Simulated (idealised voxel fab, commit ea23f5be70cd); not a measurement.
process module | voxel tone inversion
cross-section cut | 300 nm wide | cells 5 nm
A cross-section is a grid of square cells, given in bands from the top down. A band is one or more rows of cells.
Each band's line starts with the height of the band's top and of its bottom, in nm. Then come its materials from left to right, each with its width in nm. One material with "throughout" fills the band from edge to edge. "air" is empty space.
Height 0 is the level under which the wafer as received is all one material. The lowest band goes on downwards, as in "0 down".
A width such as "30 to 40" changes by the same amount from each row of cells to the next, from the band's top row to its bottom row.
"no change" after a step means that no cell of the cross-section changed.
closed voids: empty space of 8 cells or more with no open way to the top, each as width x height at its distance from the left edge, in nm
after a step's settings: what the simulator itself notes on the step
overlay nm, on a step with a mask: how far to the right of its planned place the mask lay; to the left if negative
plan
1 op RECEIVE | material Si
2 op CONFORMAL_DEP | material SiCN | thk nm 5
3 op DIRECTIONAL_DEP | material polySi | thk nm 15
4 op PATTERN | tone cover | mask id POSTS | material resist | width nm 20 | pitch nm 40 | thk nm 25 | overlay nm 0
5 op DIRECTIONAL_ETCH | etch materials polySi | depth nm 15
6 op STRIP | etch materials resist
7 op FILL_DEP | material SiO2 | thk nm 5
8 op CMP | height nm 10
9 op STRIP | etch materials polySi
varied across the wafers: height nm of step 8. The plan shows the first wafer's value. All wafers start alike
first wafer as received, after step 1
  0 down: Si throughout
  closed voids: none
each wafer at the end: cells of each material gained (+) or lost (-) since it was received, then its closed voids
height nm 10 | +60 SiCN | +52 SiO2 | closed voids: none
height nm 15 | +60 SiCN | +104 SiO2 | closed voids: none
height nm 20 | +60 SiCN | +156 SiO2 | closed voids: none
height nm 25 | +60 SiCN | +216 SiO2 | +24 polySi | closed voids: none
